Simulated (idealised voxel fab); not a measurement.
Module name: voxel capacitor over wiring (process module)
Displayed cross-section: cut, width of 235 nm, square cells sized 5 nm.
A cross-section is written here as square cells arranged in a grid, and it is given in bands from the top down, each band taking up one or more rows of cells.
For a band, the entry starts with two heights in nm, that of the top and then that of the bottom, and carries on with the band's materials in order from left to right, each alongside its width in nm; the word "edge to edge" beside a single material means it fills the band edge to edge, and "empty" means empty space.
Heads up on the height convention: 0 is the point under which the incoming wafer is all one material, and the lowest band has no bottom, it just keeps going down, like "from 0 down".
Note: "30 to 40" means the width goes from the first number (top row of the band) to the second number (bottom row) in equal steps per row of cells.
The cross-section has no changed cell in any step marked "no modifications".
Empty spaces counting at least 8 cells and having no open way to the top are listed in "Enclosed void inventory". The notation width x height at distance is used for each, the distance being from the left edge and all three values in nm.
Post-settings text on a step line: simulator's own remark regarding the step.
What "overlay nm" on a step's line means: if the step has a mask, that mask lay this far to the right of its planned place, or, when the value is negative, to the left.
[Steps in the process plan]
| 1 | RECEIVE (material Si) |
| 2 | CONFORMAL_DEP (material SiO2; thk nm 10) |
| 3 | DIRECTIONAL_DEP (material TiN; thk nm 5) |
| 4 | DIRECTIONAL_DEP (material Ru; thk nm 25) |
| 5 | DIRECTIONAL_DEP (material aC; thk nm 10) |
| 6 | PATTERN (tone cover; mask id METAL_1; material resist; width nm 30; pitch nm 90; thk nm 25; overlay nm 0) |
| 7 | DIRECTIONAL_ETCH (etch materials aC; depth nm 10) |
| 8 | STRIP (etch materials resist) |
| 9 | DIRECTIONAL_ETCH (etch materials Ru; depth nm 25) |
| 10 | DIRECTIONAL_ETCH (etch materials TiN; depth nm 5) |
| 11 | STRIP (etch materials aC) |
| 12 | CONFORMAL_DEP (material SiN; thk nm 5) |
| 13 | FILL_DEP (material SiO2; thk nm 5) |
| 14 | CMP (height nm 40) |
| 15 | CONFORMAL_DEP (material SiCN; thk nm 5) |
| 16 | DIRECTIONAL_DEP (material lowk; thk nm 10) |
| 17 | DIRECTIONAL_DEP (material aC; thk nm 10) |
| 18 | PATTERN (tone open; mask id PLUG_1; material resist; width nm 15; thk nm 25; overlay nm 0) |
| 19 | DIRECTIONAL_ETCH (etch materials aC; depth nm 10) |
| 20 | STRIP (etch materials resist) |
| 21 | DIRECTIONAL_ETCH (etch materials lowk; depth nm 10) |
| 22 | DIRECTIONAL_ETCH (etch materials SiCN; depth nm 5) |
| 23 | STRIP (etch materials aC) |
| 24 | EPI (material Ru; thk nm 10) |
| 25 | EPI (material Ru; thk nm 5) |
| 26 | DIRECTIONAL_DEP (material TiN; thk nm 10) |
| 27 | DIRECTIONAL_DEP (material Al2O3; thk nm 5) |
| 28 | DIRECTIONAL_DEP (material TiN; thk nm 10) |
| 29 | PATTERN (tone cover; mask id UPPER_PLATE; material resist; width nm 65; thk nm 20; overlay nm 0) |
| 30 | DIRECTIONAL_ETCH (etch materials TiN; depth nm 10) |
| 31 | DIRECTIONAL_ETCH (etch materials Al2O3; depth nm 5) |
| 32 | STRIP (etch materials resist) |
| 33 | DIRECTIONAL_DEP (material aC; thk nm 15) |
| 34 | PATTERN (tone cover; mask id LOWER_PLATE; material resist; width nm 75; thk nm 35; overlay nm 0) |
| 35 | DIRECTIONAL_ETCH (etch materials aC; depth nm 15) |
| 36 | STRIP (etch materials resist) |
| 37 | DIRECTIONAL_ETCH (etch materials TiN; depth nm 10) |
| 38 | STRIP (etch materials aC) |
| 39 | FILL_DEP (material SiO2; thk nm 15) |
| 40 | CMP (height nm 90) |
| 41 | MASKED_ETCH (tone open; mask id PLUG_2; width nm 15; etch materials SiO2; depth nm 10; overlay nm 0) |
| 42 | CONFORMAL_DEP (material TiN; thk nm 5) |
| 43 | FILL_DEP (material W; thk nm 5) |
| 44 | CMP (height nm 90) |
| 45 | CONFORMAL_DEP (material SiCN; thk nm 5) |
[Wafer at receipt (post step 1), cross-section]
> from 0 down  Si edge to edge
> Enclosed void inventory: none
[Starting wafer: above. Plan: above. Run: one mistake. Cross-section after the module: below]
> from 95 to 90  SiCN edge to edge
> from 90 to 80  70 of SiO2 / 25 of TiN / 140 of SiO2
> from 80 to 75  70 of SiO2 / 25 of Al2O3 / 40 of TiN / 100 of SiO2
> from 75 to 70  65 of SiO2 / 70 of TiN / 100 of SiO2
> from 70 to 65  65 of SiO2 / 30 of TiN / 40 of Al2O3 / 100 of SiO2
> from 65 to 55  60 of SiO2 / 35 of Ru / 45 of TiN / 95 of SiO2
> from 55 to 45  70 of lowk / 15 of Ru / 150 of lowk
> from 45 to 40  70 of SiCN / 15 of Ru / 150 of SiCN
> from 40 to 15  50 of SiO2 / 5 of SiN / 30 of Ru / 5 of SiN / 50 of SiO2 / 5 of SiN / 30 of Ru / 5 of SiN / 55 of SiO2
> from 15 to 10  55 of SiN / 30 of TiN / 60 of SiN / 30 of TiN / 60 of SiN
> from 10 to 0  SiO2 edge to edge
> from 0 down  Si edge to edge
> Enclosed void inventory: none
The mistake made against the process plan was this: yeah, plan step 24 got run twice
